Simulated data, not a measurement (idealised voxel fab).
voxel wiring stack: a process module
The width of the displayed cross-section, cut, is 155 nm; its cells are square, with a size of 5 nm.
Square cells in a grid make up a cross-section in this document, and the grid is given as bands, listed from the top down, each one or more rows of cells. Top height, bottom height, nm. Materials left to right, width each, nm. Single material + "all across" = fills band edge to edge. "empty" = empty. Heights are expressed relative to 0, this being the level below which the as-received wafer comprises one material exclusively. The lowest band is unbounded in the downward direction and is denoted as in "0 and below". When a width is written as two numbers, as in "30->40", the first number is the width in the top row of cells of the band and the second is the width in its bottom row, and the width changes by the same amount from each row to the next. You'll sometimes find "identical to before" written for a step, and that's the way of saying that nowhere in the cross-section did a cell change during that step. Voids not open to the top, 8 cells minimum: see "Fully closed voids". Written width x height at distance; distance is from the left edge; nm. after a step's settings: what the simulator itself notes on the step. What "overlay nm" on a step's line means: if the step has a mask, that mask lay this far to the right of its planned place, or, when the value is negative, to the left.
Below is the list of planned process steps:
- 1: RECEIVE (material Si)
- 2: CONFORMAL_DEP (material SiO2; thk nm 10)
- 3: CONFORMAL_DEP (material SiN; thk nm 5)
- 4: DIRECTIONAL_DEP (material SiO2; thk nm 15)
- 5: MASKED_ETCH (tone open; mask id METAL_1; width nm 30; pitch nm 60; etch materials SiO2; depth nm 15; overlay nm 0)
- 6: MASKED_ETCH (tone open; mask id METAL_1; width nm 30; pitch nm 60; etch materials SiN; depth nm 5; overlay nm 0)
- 7: CONFORMAL_DEP (material TiN; thk nm 5)
- 8: FILL_DEP (material Ru; thk nm 10)
- 9: CMP (height nm 30)
- 10: CONFORMAL_DEP (material SiCN; thk nm 5)
- 11: DIRECTIONAL_DEP (material lowk; thk nm 15)
- 12: DIRECTIONAL_DEP (material aC; thk nm 10)
- 13: PATTERN (tone open; mask id PLUG_1; material resist; width nm 15; thk nm 30; overlay nm 0)
- 14: DIRECTIONAL_ETCH (etch materials aC; depth nm 10)
- 15: STRIP (etch materials resist)
- 16: DIRECTIONAL_ETCH (etch materials lowk; depth nm 15)
- 17: DIRECTIONAL_ETCH (etch materials SiCN; depth nm 5)
- 18: STRIP (etch materials aC)
- 19: CONFORMAL_DEP (material TiN; thk nm 5)
- 20: FILL_DEP (material Cu; thk nm 5)
- 21: CMP (height nm 50)
- 22: DIRECTIONAL_DEP (material TiN; thk nm 5)
- 23: DIRECTIONAL_DEP (material W; thk nm 25)
- 24: PATTERN (tone cover; mask id METAL_2; material resist; width nm 30; pitch nm 60; thk nm 20; overlay nm 0)
- 25: DIRECTIONAL_ETCH (etch materials W; depth nm 25)
- 26: DIRECTIONAL_ETCH (etch materials TiN; depth nm 5)
- 27: STRIP (etch materials resist)
- 28: FILL_DEP (material lowk; thk nm 10)
- 29: CMP (height nm 80)
- 30: CONFORMAL_DEP (material SiCN; thk nm 5)
- 31: DIRECTIONAL_DEP (material SiO2; thk nm 30)
- 32: MASKED_ETCH (tone open; mask id METAL_3_HOLES; width nm 15; etch materials SiO2; depth nm 30; overlay nm 0)
- 33: MASKED_ETCH (tone open; mask id METAL_3; width nm 30; pitch nm 60; etch materials SiO2; depth nm 20; overlay nm 0)
- 34: MASKED_ETCH (tone open; mask id METAL_3; width nm 30; pitch nm 60; etch materials SiCN; depth nm 5; overlay nm 0)
- 35: CONFORMAL_DEP (material TiN; thk nm 5)
- 36: FILL_DEP (material Ru; thk nm 10)
- 37: CMP (height nm 115)
- 38: CONFORMAL_DEP (material SiCN; thk nm 5)
- 39: DIRECTIONAL_DEP (material lowk; thk nm 10)
- 40: PATTERN (tone open; mask id PLUG_3; material resist; width nm 15; pitch nm 60; thk nm 15; overlay nm 0)
- 41: DIRECTIONAL_ETCH (etch materials lowk; depth nm 10)
- 42: DIRECTIONAL_ETCH (etch materials SiCN; depth nm 5)
- 43: STRIP (etch materials resist)
- 44: EPI (material Ru; thk nm 10)
- 45: EPI (material Ru; thk nm 5)
- 46: CONFORMAL_DEP (material SiCN; thk nm 5)
- 47: DIRECTIONAL_DEP (material lowk; thk nm 20)
- 48: PATTERN (tone open; mask id METAL_4; material resist; width nm 30; pitch nm 60; thk nm 15; overlay nm 0)
- 49: DIRECTIONAL_ETCH (etch materials lowk; depth nm 20)
- 50: DIRECTIONAL_ETCH (etch materials SiCN; depth nm 5)
- 51: STRIP (etch materials resist)
- 52: CONFORMAL_DEP (material TiN; thk nm 5)
- 53: FILL_DEP (material Cu; thk nm 5)
- 54: CMP (height nm 155)
- 55: CONFORMAL_DEP (material SiCN; thk nm 5)
The first of two wafers, run as planned:
Cross-section, incoming material, after step 1:
- 0 and below = Si all across
- Fully closed voids: none
Sectional view: wafer, after step 2:
- 10 down to 0 = SiO2 all across
- Below a height of 0, the structure has not been altered.
Sectional view: wafer, after step 3:
- 15 down to 10 = SiN all across
- Below a height of 10, the structure has not been altered.
Sectional view: wafer, after step 4:
- 30 down to 15 = SiO2 all across
- Below a height of 15, the structure has not been altered.
Sectional view: wafer, after step 5:
- 30 down to 15 = SiO2 30 | empty 30 | SiO2 30 | empty 30 | SiO2 35
- Below a height of 15, the structure has not been altered.
Sectional view: wafer, after step 6:
- 30 down to 15 = SiO2 30 | empty 30 | SiO2 30 | empty 30 | SiO2 35
- 15 down to 10 = SiN 30 | empty 30 | SiN 30 | empty 30 | SiN 35
- Below a height of 10, the structure has not been altered.
Sectional view: wafer, after step 7:
- 35 down to 30 = TiN 35 | empty 20 | TiN 40 | empty 20 | TiN 40
- 30 down to 15 = SiO2 30 | TiN 5 | empty 20 | TiN 5 | SiO2 30 | TiN 5 | empty 20 | TiN 5 | SiO2 35
- 15 down to 10 = SiN 30 | TiN 30 | SiN 30 | TiN 30 | SiN 35
- Below a height of 10, the structure has not been altered.
Sectional view: wafer, after step 8:
- 45 down to 35 = Ru all across
- 35 down to 30 = TiN 35 | Ru 20 | TiN 40 | Ru 20 | TiN 40
- 30 down to 15 = SiO2 30 | TiN 5 | Ru 20 | TiN 5 | SiO2 30 | TiN 5 | Ru 20 | TiN 5 | SiO2 35
- Below a height of 15, the structure has not been altered.
Sectional view: wafer, after step 9:
- 30 down to 15 = SiO2 30 | TiN 5 | Ru 20 | TiN 5 | SiO2 30 | TiN 5 | Ru 20 | TiN 5 | SiO2 35
- Below a height of 15, the structure has not been altered.
Sectional view: wafer, after step 10:
- 35 down to 30 = SiCN all across
- Below a height of 30, the structure has not been altered.
Sectional view: wafer, after step 11:
- 50 down to 35 = lowk all across
- Below a height of 35, the structure has not been altered.
Sectional view: wafer, after step 12:
- 60 down to 50 = aC all across
- Below a height of 50, the structure has not been altered.
Sectional view: wafer, after step 13:
- 90 down to 60 = resist 30 | empty 15 | resist 110
- Below a height of 60, the structure has not been altered.
Sectional view: wafer, after step 14:
- 80 down to 60 = resist 30 | empty 15 | resist 110
- 60 down to 50 = aC 30 | empty 15 | aC 110
- Below a height of 50, the structure has not been altered.
Sectional view: wafer, after step 15:
- 60 down to 50 = aC 30 | empty 15 | aC 110
- Below a height of 50, the structure has not been altered.
Sectional view: wafer, after step 16:
- 60 down to 50 = aC 30 | empty 15 | aC 110
- 50 down to 35 = lowk 30 | empty 15 | lowk 110
- Below a height of 35, the structure has not been altered.
Sectional view: wafer, after step 17:
- 60 down to 50 = aC 30 | empty 15 | aC 110
- 50 down to 35 = lowk 30 | empty 15 | lowk 110
- 35 down to 30 = SiCN 30 | empty 15 | SiCN 110
- Below a height of 30, the structure has not been altered.
Sectional view: wafer, after step 18:
- 50 down to 35 = lowk 30 | empty 15 | lowk 110
- Below a height of 35, the structure has not been altered.
Sectional view: wafer, after step 19:
- 55 down to 50 = TiN 35 | empty 5 | TiN 115
- 50 down to 35 = lowk 30 | TiN 5 | empty 5 | TiN 5 | lowk 110
- 35 down to 30 = SiCN 30 | TiN 15 | SiCN 110
- Below a height of 30, the structure has not been altered.
Sectional view: wafer, after step 20:
- 60 down to 55 = Cu all across
- 55 down to 50 = TiN 35 | Cu 5 | TiN 115
- 50 down to 35 = lowk 30 | TiN 5 | Cu 5 | TiN 5 | lowk 110
- Below a height of 35, the structure has not been altered.
Sectional view: wafer, after step 21:
- 50 down to 35 = lowk 30 | TiN 5 | Cu 5 | TiN 5 | lowk 110
- Below a height of 35, the structure has not been altered.
Sectional view: wafer, after step 22:
- 55 down to 50 = TiN all across
- Below a height of 50, the structure has not been altered.
Sectional view: wafer, after step 23:
- 80 down to 55 = W all across
- Below a height of 55, the structure has not been altered.
Sectional view: wafer, after step 24:
- 100 down to 80 = empty 30 | resist 30 | empty 30 | resist 30 | empty 35
- Below a height of 80, the structure has not been altered.
Sectional view: wafer, after step 25:
- 100 down to 80 = empty 30 | resist 30 | empty 30 | resist 30 | empty 35
- 80 down to 55 = empty 30 | W 30 | empty 30 | W 30 | empty 35
- Below a height of 55, the structure has not been altered.
Sectional view: wafer, after step 26:
- 100 down to 80 = empty 30 | resist 30 | empty 30 | resist 30 | empty 35
- 80 down to 55 = empty 30 | W 30 | empty 30 | W 30 | empty 35
- 55 down to 50 = empty 30 | TiN 30 | empty 30 | TiN 30 | empty 35
- Below a height of 50, the structure has not been altered.
Sectional view: wafer, after step 27:
- 80 down to 55 = empty 30 | W 30 | empty 30 | W 30 | empty 35
- Below a height of 55, the structure has not been altered.
Sectional view: wafer, after step 28:
- 90 down to 80 = lowk all across
- 80 down to 55 = lowk 30 | W 30 | lowk 30 | W 30 | lowk 35
- 55 down to 50 = lowk 30 | TiN 30 | lowk 30 | TiN 30 | lowk 35
- Below a height of 50, the structure has not been altered.
Sectional view: wafer, after step 29:
- 80 down to 55 = lowk 30 | W 30 | lowk 30 | W 30 | lowk 35
- Below a height of 55, the structure has not been altered.
Sectional view: wafer, after step 30:
- 85 down to 80 = SiCN all across
- Below a height of 80, the structure has not been altered.
Sectional view: wafer, after step 31:
- 115 down to 85 = SiO2 all across
- Below a height of 85, the structure has not been altered.
Sectional view: wafer, after step 32:
- 115 down to 85 = SiO2 30 | empty 15 | SiO2 110
- Below a height of 85, the structure has not been altered.
Sectional view: wafer, after step 33:
- 115 down to 95 = SiO2 30 | empty 30 | SiO2 30 | empty 30 | SiO2 35
- Below a height of 95, the structure has not been altered.
Sectional view: wafer, after step 34:
- 115 down to 95 = SiO2 30 | empty 30 | SiO2 30 | empty 30 | SiO2 35
- 95 down to 85 = SiO2 30 | empty 15 | SiO2 110
- 85 down to 80 = SiCN 30 | empty 15 | SiCN 110
- Below a height of 80, the structure has not been altered.
Sectional view: wafer, after step 35:
- 120 down to 115 = TiN 35 | empty 20 | TiN 40 | empty 20 | TiN 40
- 115 down to 100 = SiO2 30 | TiN 5 | empty 20 | TiN 5 | SiO2 30 | TiN 5 | empty 20 | TiN 5 | SiO2 35
- 100 down to 95 = SiO2 30 | TiN 5 | empty 5 | TiN 20 | SiO2 30 | TiN 30 | SiO2 35
- 95 down to 85 = SiO2 30 | TiN 5 | empty 5 | TiN 5 | SiO2 110
- 85 down to 80 = SiCN 30 | TiN 15 | SiCN 110
- Below a height of 80, the structure has not been altered.
Sectional view: wafer, after step 36:
- 130 down to 120 = Ru all across
- 120 down to 115 = TiN 35 | Ru 20 | TiN 40 | Ru 20 | TiN 40
- 115 down to 100 = SiO2 30 | TiN 5 | Ru 20 | TiN 5 | SiO2 30 | TiN 5 | Ru 20 | TiN 5 | SiO2 35
- 100 down to 95 = SiO2 30 | TiN 5 | Ru 5 | TiN 20 | SiO2 30 | TiN 30 | SiO2 35
- 95 down to 85 = SiO2 30 | TiN 5 | Ru 5 | TiN 5 | SiO2 110
- Below a height of 85, the structure has not been altered.
Sectional view: wafer, after step 37:
- 115 down to 100 = SiO2 30 | TiN 5 | Ru 20 | TiN 5 | SiO2 30 | TiN 5 | Ru 20 | TiN 5 | SiO2 35
- Below a height of 100, the structure has not been altered.
Sectional view: wafer, after step 38:
- 120 down to 115 = SiCN all across
- Below a height of 115, the structure has not been altered.
Sectional view: wafer, after step 39:
- 130 down to 120 = lowk all across
- Below a height of 120, the structure has not been altered.
Sectional view: wafer, after step 40:
- 145 down to 130 = resist 30 | empty 15 | resist 45 | empty 15 | resist 50
- Below a height of 130, the structure has not been altered.
Sectional view: wafer, after step 41:
- 145 down to 130 = resist 30 | empty 15 | resist 45 | empty 15 | resist 50
- 130 down to 120 = lowk 30 | empty 15 | lowk 45 | empty 15 | lowk 50
- Below a height of 120, the structure has not been altered.
Sectional view: wafer, after step 42:
- 145 down to 130 = resist 30 | empty 15 | resist 45 | empty 15 | resist 50
- 130 down to 120 = lowk 30 | empty 15 | lowk 45 | empty 15 | lowk 50
- 120 down to 115 = SiCN 30 | empty 15 | SiCN 45 | empty 15 | SiCN 50
- Below a height of 115, the structure has not been altered.
Sectional view: wafer, after step 43:
- 130 down to 120 = lowk 30 | empty 15 | lowk 45 | empty 15 | lowk 50
- Below a height of 120, the structure has not been altered.
Sectional view: wafer, after step 44:
- 130 down to 125 = lowk 30 | empty 15 | lowk 45 | empty 15 | lowk 50
- 125 down to 120 = lowk 30 | Ru 15 | lowk 45 | Ru 15 | lowk 50
- 120 down to 115 = SiCN 30 | Ru 15 | SiCN 45 | Ru 15 | SiCN 50
- Below a height of 115, the structure has not been altered.
Sectional view: wafer, after step 45:
- 130 down to 120 = lowk 30 | Ru 15 | lowk 45 | Ru 15 | lowk 50
- Below a height of 120, the structure has not been altered.
Sectional view: wafer, after step 46:
- 135 down to 130 = SiCN all across
- Below a height of 130, the structure has not been altered.
Sectional view: wafer, after step 47:
- 155 down to 135 = lowk all across
- Below a height of 135, the structure has not been altered.
Sectional view: wafer, after step 48:
- 170 down to 155 = resist 30 | empty 30 | resist 30 | empty 30 | resist 35
- Below a height of 155, the structure has not been altered.
Sectional view: wafer, after step 49:
- 170 down to 155 = resist 30 | empty 30 | resist 30 | empty 30 | resist 35
- 155 down to 135 = lowk 30 | empty 30 | lowk 30 | empty 30 | lowk 35
- Below a height of 135, the structure has not been altered.
Sectional view: wafer, after step 50:
- 170 down to 155 = resist 30 | empty 30 | resist 30 | empty 30 | resist 35
- 155 down to 135 = lowk 30 | empty 30 | lowk 30 | empty 30 | lowk 35
- 135 down to 130 = SiCN 30 | empty 30 | SiCN 30 | empty 30 | SiCN 35
- Below a height of 130, the structure has not been altered.
Sectional view: wafer, after step 51:
- 155 down to 135 = lowk 30 | empty 30 | lowk 30 | empty 30 | lowk 35
- Below a height of 135, the structure has not been altered.
Sectional view: wafer, after step 52:
- 160 down to 155 = TiN 35 | empty 20 | TiN 40 | empty 20 | TiN 40
- 155 down to 135 = lowk 30 | TiN 5 | empty 20 | TiN 5 | lowk 30 | TiN 5 | empty 20 | TiN 5 | lowk 35
- 135 down to 130 = SiCN 30 | TiN 30 | SiCN 30 | TiN 30 | SiCN 35
- Below a height of 130, the structure has not been altered.
Sectional view: wafer, after step 53:
- 165 down to 160 = Cu all across
- 160 down to 155 = TiN 35 | Cu 20 | TiN 40 | Cu 20 | TiN 40
- 155 down to 135 = lowk 30 | TiN 5 | Cu 20 | TiN 5 | lowk 30 | TiN 5 | Cu 20 | TiN 5 | lowk 35
- Below a height of 135, the structure has not been altered.
Sectional view: wafer, after step 54:
- 155 down to 135 = lowk 30 | TiN 5 | Cu 20 | TiN 5 | lowk 30 | TiN 5 | Cu 20 | TiN 5 | lowk 35
- Below a height of 135, the structure has not been altered.
Sectional view: wafer, after step 55:
- 160 down to 155 = SiCN all across
- Below a height of 155, the structure has not been altered.
Second wafer. Start and plan as for the first. One mistake made in running. Agrees with the first up to and including step 20:
The second wafer in cross-section, at the planned close of step 21:
- 45 down to 35 = lowk 30 | TiN 5 | Cu 5 | TiN 5 | lowk 110
- Below a height of 35, the structure has not been altered.
The second wafer in cross-section, at the planned close of step 22:
- 50 down to 45 = TiN all across
- Below a height of 45, the structure has not been altered.
The second wafer in cross-section, at the planned close of step 23:
- 75 down to 50 = W all across
- Below a height of 50, the structure has not been altered.
The second wafer in cross-section, at the planned close of step 24:
- 95 down to 75 = empty 30 | resist 30 | empty 30 | resist 30 | empty 35
- Below a height of 75, the structure has not been altered.
The second wafer in cross-section, at the planned close of step 25:
- 95 down to 75 = empty 30 | resist 30 | empty 30 | resist 30 | empty 35
- 75 down to 50 = empty 30 | W 30 | empty 30 | W 30 | empty 35
- Below a height of 50, the structure has not been altered.
The second wafer in cross-section, at the planned close of step 26:
- 95 down to 75 = empty 30 | resist 30 | empty 30 | resist 30 | empty 35
- 75 down to 50 = empty 30 | W 30 | empty 30 | W 30 | empty 35
- 50 down to 45 = empty 30 | TiN 30 | empty 30 | TiN 30 | empty 35
- Below a height of 45, the structure has not been altered.
The second wafer in cross-section, at the planned close of step 27:
- 75 down to 50 = empty 30 | W 30 | empty 30 | W 30 | empty 35
- Below a height of 50, the structure has not been altered.
The second wafer in cross-section, at the planned close of step 28:
- 85 down to 75 = lowk all across
- 75 down to 50 = lowk 30 | W 30 | lowk 30 | W 30 | lowk 35
- 50 down to 45 = lowk 30 | TiN 30 | lowk 30 | TiN 30 | lowk 35
- Below a height of 45, the structure has not been altered.
The second wafer in cross-section, at the planned close of step 29:
- 80 down to 75 = lowk all across
- Below a height of 75, the structure has not been altered.
The second wafer in cross-section, at the planned close of step 30:
- 85 down to 80 = SiCN all across
- Below a height of 80, the structure has not been altered.
The second wafer in cross-section, at the planned close of step 31:
- 115 down to 85 = SiO2 all across
- Below a height of 85, the structure has not been altered.
The second wafer in cross-section, at the planned close of step 32:
- 115 down to 85 = SiO2 30 | empty 15 | SiO2 110
- Below a height of 85, the structure has not been altered.
The second wafer in cross-section, at the planned close of step 33:
- 115 down to 95 = SiO2 30 | empty 30 | SiO2 30 | empty 30 | SiO2 35
- Below a height of 95, the structure has not been altered.
The second wafer in cross-section, at the planned close of step 34:
- 115 down to 95 = SiO2 30 | empty 30 | SiO2 30 | empty 30 | SiO2 35
- 95 down to 85 = SiO2 30 | empty 15 | SiO2 110
- 85 down to 80 = SiCN 30 | empty 15 | SiCN 110
- Below a height of 80, the structure has not been altered.
The second wafer in cross-section, at the planned close of step 35:
- 120 down to 115 = TiN 35 | empty 20 | TiN 40 | empty 20 | TiN 40
- 115 down to 100 = SiO2 30 | TiN 5 | empty 20 | TiN 5 | SiO2 30 | TiN 5 | empty 20 | TiN 5 | SiO2 35
- 100 down to 95 = SiO2 30 | TiN 5 | empty 5 | TiN 20 | SiO2 30 | TiN 30 | SiO2 35
- 95 down to 85 = SiO2 30 | TiN 5 | empty 5 | TiN 5 | SiO2 110
- 85 down to 80 = SiCN 30 | TiN 15 | SiCN 110
- Below a height of 80, the structure has not been altered.
The second wafer in cross-section, at the planned close of step 36:
- 130 down to 120 = Ru all across
- 120 down to 115 = TiN 35 | Ru 20 | TiN 40 | Ru 20 | TiN 40
- 115 down to 100 = SiO2 30 | TiN 5 | Ru 20 | TiN 5 | SiO2 30 | TiN 5 | Ru 20 | TiN 5 | SiO2 35
- 100 down to 95 = SiO2 30 | TiN 5 | Ru 5 | TiN 20 | SiO2 30 | TiN 30 | SiO2 35
- 95 down to 85 = SiO2 30 | TiN 5 | Ru 5 | TiN 5 | SiO2 110
- Below a height of 85, the structure has not been altered.
The second wafer in cross-section, at the planned close of step 37:
- 115 down to 100 = SiO2 30 | TiN 5 | Ru 20 | TiN 5 | SiO2 30 | TiN 5 | Ru 20 | TiN 5 | SiO2 35
- Below a height of 100, the structure has not been altered.
The second wafer in cross-section, at the planned close of step 38:
- 120 down to 115 = SiCN all across
- Below a height of 115, the structure has not been altered.
The second wafer in cross-section, at the planned close of step 39:
- 130 down to 120 = lowk all across
- Below a height of 120, the structure has not been altered.
The second wafer in cross-section, at the planned close of step 40:
- 145 down to 130 = resist 30 | empty 15 | resist 45 | empty 15 | resist 50
- Below a height of 130, the structure has not been altered.
The second wafer in cross-section, at the planned close of step 41:
- 145 down to 130 = resist 30 | empty 15 | resist 45 | empty 15 | resist 50
- 130 down to 120 = lowk 30 | empty 15 | lowk 45 | empty 15 | lowk 50
- Below a height of 120, the structure has not been altered.
The second wafer in cross-section, at the planned close of step 42:
- 145 down to 130 = resist 30 | empty 15 | resist 45 | empty 15 | resist 50
- 130 down to 120 = lowk 30 | empty 15 | lowk 45 | empty 15 | lowk 50
- 120 down to 115 = SiCN 30 | empty 15 | SiCN 45 | empty 15 | SiCN 50
- Below a height of 115, the structure has not been altered.
The second wafer in cross-section, at the planned close of step 43:
- 130 down to 120 = lowk 30 | empty 15 | lowk 45 | empty 15 | lowk 50
- Below a height of 120, the structure has not been altered.
The second wafer in cross-section, at the planned close of step 44:
- 130 down to 125 = lowk 30 | empty 15 | lowk 45 | empty 15 | lowk 50
- 125 down to 120 = lowk 30 | Ru 15 | lowk 45 | Ru 15 | lowk 50
- 120 down to 115 = SiCN 30 | Ru 15 | SiCN 45 | Ru 15 | SiCN 50
- Below a height of 115, the structure has not been altered.
The second wafer in cross-section, at the planned close of step 45:
- 130 down to 120 = lowk 30 | Ru 15 | lowk 45 | Ru 15 | lowk 50
- Below a height of 120, the structure has not been altered.
The second wafer in cross-section, at the planned close of step 46:
- 135 down to 130 = SiCN all across
- Below a height of 130, the structure has not been altered.
The second wafer in cross-section, at the planned close of step 47:
- 155 down to 135 = lowk all across
- Below a height of 135, the structure has not been altered.
The second wafer in cross-section, at the planned close of step 48:
- 170 down to 155 = resist 30 | empty 30 | resist 30 | empty 30 | resist 35
- Below a height of 155, the structure has not been altered.
The second wafer in cross-section, at the planned close of step 49:
- 170 down to 155 = resist 30 | empty 30 | resist 30 | empty 30 | resist 35
- 155 down to 135 = lowk 30 | empty 30 | lowk 30 | empty 30 | lowk 35
- Below a height of 135, the structure has not been altered.
The second wafer in cross-section, at the planned close of step 50:
- 170 down to 155 = resist 30 | empty 30 | resist 30 | empty 30 | resist 35
- 155 down to 135 = lowk 30 | empty 30 | lowk 30 | empty 30 | lowk 35
- 135 down to 130 = SiCN 30 | empty 30 | SiCN 30 | empty 30 | SiCN 35
- Below a height of 130, the structure has not been altered.
The second wafer in cross-section, at the planned close of step 51:
- 155 down to 135 = lowk 30 | empty 30 | lowk 30 | empty 30 | lowk 35
- Below a height of 135, the structure has not been altered.
The second wafer in cross-section, at the planned close of step 52:
- 160 down to 155 = TiN 35 | empty 20 | TiN 40 | empty 20 | TiN 40
- 155 down to 135 = lowk 30 | TiN 5 | empty 20 | TiN 5 | lowk 30 | TiN 5 | empty 20 | TiN 5 | lowk 35
- 135 down to 130 = SiCN 30 | TiN 30 | SiCN 30 | TiN 30 | SiCN 35
- Below a height of 130, the structure has not been altered.
The second wafer in cross-section, at the planned close of step 53:
- 165 down to 160 = Cu all across
- 160 down to 155 = TiN 35 | Cu 20 | TiN 40 | Cu 20 | TiN 40
- 155 down to 135 = lowk 30 | TiN 5 | Cu 20 | TiN 5 | lowk 30 | TiN 5 | Cu 20 | TiN 5 | lowk 35
- Below a height of 135, the structure has not been altered.
The second wafer in cross-section, at the planned close of step 54:
- 155 down to 135 = lowk 30 | TiN 5 | Cu 20 | TiN 5 | lowk 30 | TiN 5 | Cu 20 | TiN 5 | lowk 35
- Below a height of 135, the structure has not been altered.
The second wafer in cross-section, at the planned close of step 55:
- 160 down to 155 = SiCN all across
- Below a height of 155, the structure has not been altered.
Here's what went sideways: step 21 deviated from plan and actually ran as CMP (height nm 45)
Final comparison by cell count, materials where the second wafer has more or fewer than the first: Cu: 1 fewer; TiN: 2 fewer; lowk: 3 more
